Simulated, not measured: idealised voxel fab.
Name of the process module below: voxel capacitor over wiring
Displayed cross-section: cut, width of 295 nm, square cells sized 5 nm.
Think of the cross-section as a grid of square cells. We describe it in bands, top to bottom, and each band covers one or more rows of those cells.
Each band's line starts with the height of the band's top and of its bottom, in nm. Then come its materials from left to right, each with its width in nm. One material with "full width" fills the band from edge to edge. "blank" is empty space.
Heads up on the height convention: 0 is the point under which the incoming wafer is all one material, and the lowest band has no bottom, it just keeps going down, like "0 and below".
Read "30..40" as a graded width: first number on top, second number at the bottom, same change between each pair of neighbouring rows.
"stayed the same" -> step changed no cross-section cell.
"Trapped voids" - sealed voids, min. 8 cells, no opening to top; format: width x height at distance (distance from left edge; nm throughout).
Formally, on a step line, whatever follows the settings is a remark that the simulator itself makes on the step.
"overlay nm" on a masked step: distance the mask lay right of its planned place, negative for left.
### List of planned process steps
1) RECEIVE | material Si
2) CONFORMAL_DEP | material SiO2 | thk nm 15
3) DIRECTIONAL_DEP | material TiN | thk nm 5
4) DIRECTIONAL_DEP | material W | thk nm 25
5) MASKED_ETCH | tone cover | mask id METAL_1 | width nm 25 | pitch nm 90 | etch materials W | depth nm 25 | overlay nm 0
6) MASKED_ETCH | tone cover | mask id METAL_1 | width nm 25 | pitch nm 90 | etch materials TiN | depth nm 5 | overlay nm 0
7) FILL_DEP | material SiO2 | thk nm 5
8) CMP | height nm 45
9) CONFORMAL_DEP | material SiCN | thk nm 5
10) DIRECTIONAL_DEP | material SiO2 | thk nm 10
11) PATTERN | tone open | mask id PLUG_1 | material resist | width nm 15 | thk nm 15 | overlay nm 0
12) DIRECTIONAL_ETCH | etch materials SiO2 | depth nm 10
13) DIRECTIONAL_ETCH | etch materials SiCN | depth nm 5
14) STRIP | etch materials resist
15) EPI | material Ru | thk nm 10
16) EPI | material Ru | thk nm 5
17) DIRECTIONAL_DEP | material TiN | thk nm 5
18) DIRECTIONAL_DEP | material Al2O3 | thk nm 5
19) DIRECTIONAL_DEP | material TiN | thk nm 10
20) PATTERN | tone cover | mask id UPPER_PLATE | material resist | width nm 70 | thk nm 15 | overlay nm 0
21) DIRECTIONAL_ETCH | etch materials TiN | depth nm 10
22) DIRECTIONAL_ETCH | etch materials Al2O3 | depth nm 5
23) STRIP | etch materials resist
24) MASKED_ETCH | tone cover | mask id LOWER_PLATE | width nm 80 | etch materials TiN | depth nm 5 | overlay nm 0
25) FILL_DEP | material SiO2 | thk nm 20
26) CMP | height nm 95
27) PATTERN | tone open | mask id PLUG_2 | material resist | width nm 15 | thk nm 15 | overlay nm 0
28) DIRECTIONAL_ETCH | etch materials SiO2 | depth nm 15
29) STRIP | etch materials resist
30) CONFORMAL_DEP | material TiN | thk nm 5
31) FILL_DEP | material Cu | thk nm 10
32) CMP | height nm 95
33) CONFORMAL_DEP | material SiCN | thk nm 5
### What follows covers the first of two wafers; it ran as planned
### Cross-section of the incoming wafer, state after step 1
    0 and below  Si full width
    Trapped voids: none
### Cross-section: wafer state after step 2
    15 down to 0  SiO2 full width
    Rest of section, below 0: as before.
### Cross-section: wafer state after step 3
    20 down to 15  TiN full width
    Rest of section, below 15: as before.
### Cross-section: wafer state after step 4
    45 down to 20  W full width
    Rest of section, below 20: as before.
### Cross-section: wafer state after step 5
    45 down to 20  blank (90)  W (25)  blank (65)  W (25)  blank (90)
    Rest of section, below 20: as before.
### Cross-section: wafer state after step 6
    45 down to 20  blank (90)  W (25)  blank (65)  W (25)  blank (90)
    20 down to 15  blank (90)  TiN (25)  blank (65)  TiN (25)  blank (90)
    Rest of section, below 15: as before.
### Cross-section: wafer state after step 7
    50 down to 45  SiO2 full width
    45 down to 20  SiO2 (90)  W (25)  SiO2 (65)  W (25)  SiO2 (90)
    20 down to 15  SiO2 (90)  TiN (25)  SiO2 (65)  TiN (25)  SiO2 (90)
    Rest of section, below 15: as before.
### Cross-section: wafer state after step 8
    45 down to 20  SiO2 (90)  W (25)  SiO2 (65)  W (25)  SiO2 (90)
    Rest of section, below 20: as before.
### Cross-section: wafer state after step 9
    50 down to 45  SiCN full width
    Rest of section, below 45: as before.
### Cross-section: wafer state after step 10
    60 down to 50  SiO2 full width
    Rest of section, below 50: as before.
### Cross-section: wafer state after step 11
    75 down to 60  resist (100)  blank (15)  resist (180)
    Rest of section, below 60: as before.
### Cross-section: wafer state after step 12
    75 down to 60  resist (100)  blank (15)  resist (180)
    60 down to 50  SiO2 (100)  blank (15)  SiO2 (180)
    Rest of section, below 50: as before.
### Cross-section: wafer state after step 13
    75 down to 60  resist (100)  blank (15)  resist (180)
    60 down to 50  SiO2 (100)  blank (15)  SiO2 (180)
    50 down to 45  SiCN (100)  blank (15)  SiCN (180)
    Rest of section, below 45: as before.
### Cross-section: wafer state after step 14
    60 down to 50  SiO2 (100)  blank (15)  SiO2 (180)
    Rest of section, below 50: as before.
### Cross-section: wafer state after step 15
    60 down to 55  SiO2 (100)  blank (15)  SiO2 (180)
    55 down to 50  SiO2 (100)  Ru (15)  SiO2 (180)
    50 down to 45  SiCN (100)  Ru (15)  SiCN (180)
    Rest of section, below 45: as before.
### Cross-section: wafer state after step 16
    60 down to 50  SiO2 (100)  Ru (15)  SiO2 (180)
    Rest of section, below 50: as before.
### Cross-section: wafer state after step 17
    65 down to 60  TiN full width
    Rest of section, below 60: as before.
### Cross-section: wafer state after step 18
    70 down to 65  Al2O3 full width
    Rest of section, below 65: as before.
### Cross-section: wafer state after step 19
    80 down to 70  TiN full width
    Rest of section, below 70: as before.
### Cross-section: wafer state after step 20
    95 down to 80  blank (100)  resist (70)  blank (125)
    Rest of section, below 80: as before.
### Cross-section: wafer state after step 21
    95 down to 80  blank (100)  resist (70)  blank (125)
    80 down to 70  blank (100)  TiN (70)  blank (125)
    Rest of section, below 70: as before.
### Cross-section: wafer state after step 22
    95 down to 80  blank (100)  resist (70)  blank (125)
    80 down to 70  blank (100)  TiN (70)  blank (125)
    70 down to 65  blank (100)  Al2O3 (70)  blank (125)
    Rest of section, below 65: as before.
### Cross-section: wafer state after step 23
    80 down to 70  blank (100)  TiN (70)  blank (125)
    Rest of section, below 70: as before.
### Cross-section: wafer state after step 24
    80 down to 70  blank (100)  TiN (70)  blank (125)
    70 down to 65  blank (100)  Al2O3 (70)  blank (125)
    65 down to 60  blank (95)  TiN (80)  blank (120)
    Rest of section, below 60: as before.
### Cross-section: wafer state after step 25
    100 down to 80  SiO2 full width
    80 down to 70  SiO2 (100)  TiN (70)  SiO2 (125)
    70 down to 65  SiO2 (100)  Al2O3 (70)  SiO2 (125)
    65 down to 60  SiO2 (95)  TiN (80)  SiO2 (120)
    Rest of section, below 60: as before.
### Cross-section: wafer state after step 26
    95 down to 80  SiO2 full width
    Rest of section, below 80: as before.
### Cross-section: wafer state after step 27
    110 down to 95  resist (110)  blank (15)  resist (170)
    Rest of section, below 95: as before.
### Cross-section: wafer state after step 28
    110 down to 95  resist (110)  blank (15)  resist (170)
    95 down to 80  SiO2 (110)  blank (15)  SiO2 (170)
    Rest of section, below 80: as before.
### Cross-section: wafer state after step 29
    95 down to 80  SiO2 (110)  blank (15)  SiO2 (170)
    Rest of section, below 80: as before.
### Cross-section: wafer state after step 30
    100 down to 95  TiN (115)  blank (5)  TiN (175)
    95 down to 85  SiO2 (110)  TiN (5)  blank (5)  TiN (5)  SiO2 (170)
    85 down to 80  SiO2 (110)  TiN (15)  SiO2 (170)
    Rest of section, below 80: as before.
### Cross-section: wafer state after step 31
    110 down to 100  Cu full width
    100 down to 95  TiN (115)  Cu (5)  TiN (175)
    95 down to 85  SiO2 (110)  TiN (5)  Cu (5)  TiN (5)  SiO2 (170)
    Rest of section, below 85: as before.
### Cross-section: wafer state after step 32
    95 down to 85  SiO2 (110)  TiN (5)  Cu (5)  TiN (5)  SiO2 (170)
    Rest of section, below 85: as before.
### Cross-section: wafer state after step 33
    100 down to 95  SiCN full width
    Rest of section, below 95: as before.
### Here the second wafer is described. Its start and its plan were those of the first wafer. Its run contained one mistake. Up to and including step 5, it did exactly what the first wafer did
### At the planned end of step 6, the second wafer in cross-section
    45 down to 20  blank (90)  W (25)  blank (65)  W (25)  blank (90)
    20 down to 15  blank (85)  TiN (35)  blank (55)  TiN (35)  blank (85)
    Rest of section, below 15: as before.
### At the planned end of step 7, the second wafer in cross-section
    50 down to 45  SiO2 full width
    45 down to 20  SiO2 (90)  W (25)  SiO2 (65)  W (25)  SiO2 (90)
    20 down to 15  SiO2 (85)  TiN (35)  SiO2 (55)  TiN (35)  SiO2 (85)
    Rest of section, below 15: as before.
### At the planned end of step 8, the second wafer in cross-section
    45 down to 20  SiO2 (90)  W (25)  SiO2 (65)  W (25)  SiO2 (90)
    Rest of section, below 20: as before.
### At the planned end of step 9, the second wafer in cross-section
    50 down to 45  SiCN full width
    Rest of section, below 45: as before.
### At the planned end of step 10, the second wafer in cross-section
    60 down to 50  SiO2 full width
    Rest of section, below 50: as before.
### At the planned end of step 11, the second wafer in cross-section
    75 down to 60  resist (100)  blank (15)  resist (180)
    Rest of section, below 60: as before.
### At the planned end of step 12, the second wafer in cross-section
    75 down to 60  resist (100)  blank (15)  resist (180)
    60 down to 50  SiO2 (100)  blank (15)  SiO2 (180)
    Rest of section, below 50: as before.
### At the planned end of step 13, the second wafer in cross-section
    75 down to 60  resist (100)  blank (15)  resist (180)
    60 down to 50  SiO2 (100)  blank (15)  SiO2 (180)
    50 down to 45  SiCN (100)  blank (15)  SiCN (180)
    Rest of section, below 45: as before.
### At the planned end of step 14, the second wafer in cross-section
    60 down to 50  SiO2 (100)  blank (15)  SiO2 (180)
    Rest of section, below 50: as before.
### At the planned end of step 15, the second wafer in cross-section
    60 down to 55  SiO2 (100)  blank (15)  SiO2 (180)
    55 down to 50  SiO2 (100)  Ru (15)  SiO2 (180)
    50 down to 45  SiCN (100)  Ru (15)  SiCN (180)
    Rest of section, below 45: as before.
### At the planned end of step 16, the second wafer in cross-section
    60 down to 50  SiO2 (100)  Ru (15)  SiO2 (180)
    Rest of section, below 50: as before.
### At the planned end of step 17, the second wafer in cross-section
    65 down to 60  TiN full width
    Rest of section, below 60: as before.
### At the planned end of step 18, the second wafer in cross-section
    70 down to 65  Al2O3 full width
    Rest of section, below 65: as before.
### At the planned end of step 19, the second wafer in cross-section
    80 down to 70  TiN full width
    Rest of section, below 70: as before.
### At the planned end of step 20, the second wafer in cross-section
    95 down to 80  blank (100)  resist (70)  blank (125)
    Rest of section, below 80: as before.
### At the planned end of step 21, the second wafer in cross-section
    95 down to 80  blank (100)  resist (70)  blank (125)
    80 down to 70  blank (100)  TiN (70)  blank (125)
    Rest of section, below 70: as before.
### At the planned end of step 22, the second wafer in cross-section
    95 down to 80  blank (100)  resist (70)  blank (125)
    80 down to 70  blank (100)  TiN (70)  blank (125)
    70 down to 65  blank (100)  Al2O3 (70)  blank (125)
    Rest of section, below 65: as before.
### At the planned end of step 23, the second wafer in cross-section
    80 down to 70  blank (100)  TiN (70)  blank (125)
    Rest of section, below 70: as before.
### At the planned end of step 24, the second wafer in cross-section
    80 down to 70  blank (100)  TiN (70)  blank (125)
    70 down to 65  blank (100)  Al2O3 (70)  blank (125)
    65 down to 60  blank (95)  TiN (80)  blank (120)
    Rest of section, below 60: as before.
### At the planned end of step 25, the second wafer in cross-section
    100 down to 80  SiO2 full width
    80 down to 70  SiO2 (100)  TiN (70)  SiO2 (125)
    70 down to 65  SiO2 (100)  Al2O3 (70)  SiO2 (125)
    65 down to 60  SiO2 (95)  TiN (80)  SiO2 (120)
    Rest of section, below 60: as before.
### At the planned end of step 26, the second wafer in cross-section
    95 down to 80  SiO2 full width
    Rest of section, below 80: as before.
### At the planned end of step 27, the second wafer in cross-section
    110 down to 95  resist (110)  blank (15)  resist (170)
    Rest of section, below 95: as before.
### At the planned end of step 28, the second wafer in cross-section
    110 down to 95  resist (110)  blank (15)  resist (170)
    95 down to 80  SiO2 (110)  blank (15)  SiO2 (170)
    Rest of section, below 80: as before.
### At the planned end of step 29, the second wafer in cross-section
    95 down to 80  SiO2 (110)  blank (15)  SiO2 (170)
    Rest of section, below 80: as before.
### At the planned end of step 30, the second wafer in cross-section
    100 down to 95  TiN (115)  blank (5)  TiN (175)
    95 down to 85  SiO2 (110)  TiN (5)  blank (5)  TiN (5)  SiO2 (170)
    85 down to 80  SiO2 (110)  TiN (15)  SiO2 (170)
    Rest of section, below 80: as before.
### At the planned end of step 31, the second wafer in cross-section
    110 down to 100  Cu full width
    100 down to 95  TiN (115)  Cu (5)  TiN (175)
    95 down to 85  SiO2 (110)  TiN (5)  Cu (5)  TiN (5)  SiO2 (170)
    Rest of section, below 85: as before.
### At the planned end of step 32, the second wafer in cross-section
    95 down to 85  SiO2 (110)  TiN (5)  Cu (5)  TiN (5)  SiO2 (170)
    Rest of section, below 85: as before.
### At the planned end of step 33, the second wafer in cross-section
    100 down to 95  SiCN full width
    Rest of section, below 95: as before.
Run error: step 6 changed vs plan, executed as MASKED_ETCH | tone cover | mask id METAL_1 | width nm 35 | pitch nm 90 | etch materials TiN | depth nm 5 | overlay nm 0
In the final state, the cell counts of the second wafer exceed or fall short of those of the first for the following materials: -4 SiO2, +4 TiN
